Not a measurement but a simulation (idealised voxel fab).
The following is a process module called voxel tone inversion.
Cross-sectional view cut (width: 175 nm; square cell size: 5 nm).
Throughout this document, each cross-section is represented as a grid of square cells and is presented as a sequence of bands enumerated from the top downward, where a band comprises one or more rows of cells. Band entry format. Leading values: height of top, height of bottom, nm. Remainder: materials in left-to-right order, each with its width in nm. Special words: "everywhere" on a single material, which then fills the band edge to edge; "empty", empty space. Counting heights begins at 0, where everything beneath is, in the wafer as received, one material. The lowest band has no bottom; it goes on downwards, as "top 0, no bottom" shows. Quick explanation for "30 to 40": the width changes in equal steps down the rows of cells, from the first number in the band's top row to the second number in its bottom row. For the purposes of this document, the phrase "no alterations made" attached to a step denotes that no cell within the cross-section was modified by that step. If an empty space has no open way to the top and is at least 8 cells in size, "Fully sealed voids" lists it, written width x height at distance, where distance is measured from the left edge and every value is in nm. Formally, on a step line, whatever follows the settings is a remark that the simulator itself makes on the step. The "overlay nm" setting may appear on a step's line; for a step that uses a mask, it gives how far to the right of its planned position the mask lay, and a negative value indicates the left.
Set out below are the planned steps of the process:
1. RECEIVE (material Si)
2. CONFORMAL_DEP (material SiCN; thk nm 10)
3. DIRECTIONAL_DEP (material polySi; thk nm 25)
4. PATTERN (tone cover; mask id POSTS; material resist; width nm 25; pitch nm 45; thk nm 30; overlay nm 0)
5. DIRECTIONAL_ETCH (etch materials polySi; depth nm 25)
6. STRIP (etch materials resist)
7. FILL_DEP (material lowk; thk nm 5)
8. CMP (height nm 35)
9. STRIP (etch materials polySi)
So this is the incoming wafer in cross-section - it's already been through step 1:
- top 0, no bottom: Si everywhere
- Fully sealed voids: none
Looking at the first of two wafers in cross-section at end of module - ran to plan:
- top 35, bottom 10: 30 lowk; 25 empty; 20 lowk; 25 empty; 20 lowk; 25 empty; 30 lowk
- top 10, bottom 0: SiCN everywhere
- top 0, no bottom: Si everywhere
- Fully sealed voids: none
This cross-section belongs to the second wafer of two at the end of the module; the start and the plan were shared with the first, and the run included one mistake:
- top 35, bottom 10: 30 lowk; 25 empty; 20 lowk; 25 empty; 20 lowk; 25 empty; 30 lowk
- top 10, bottom 0: lowk everywhere
- top 0, no bottom: Si everywhere
- Fully sealed voids: none
What broke from the plan during processing? step 2 ran as: CONFORMAL_DEP (material lowk; thk nm 10)
FYI, end of process, the second wafer has more or fewer cells of some materials than the first: 70 fewer of SiCN, 70 more of lowk
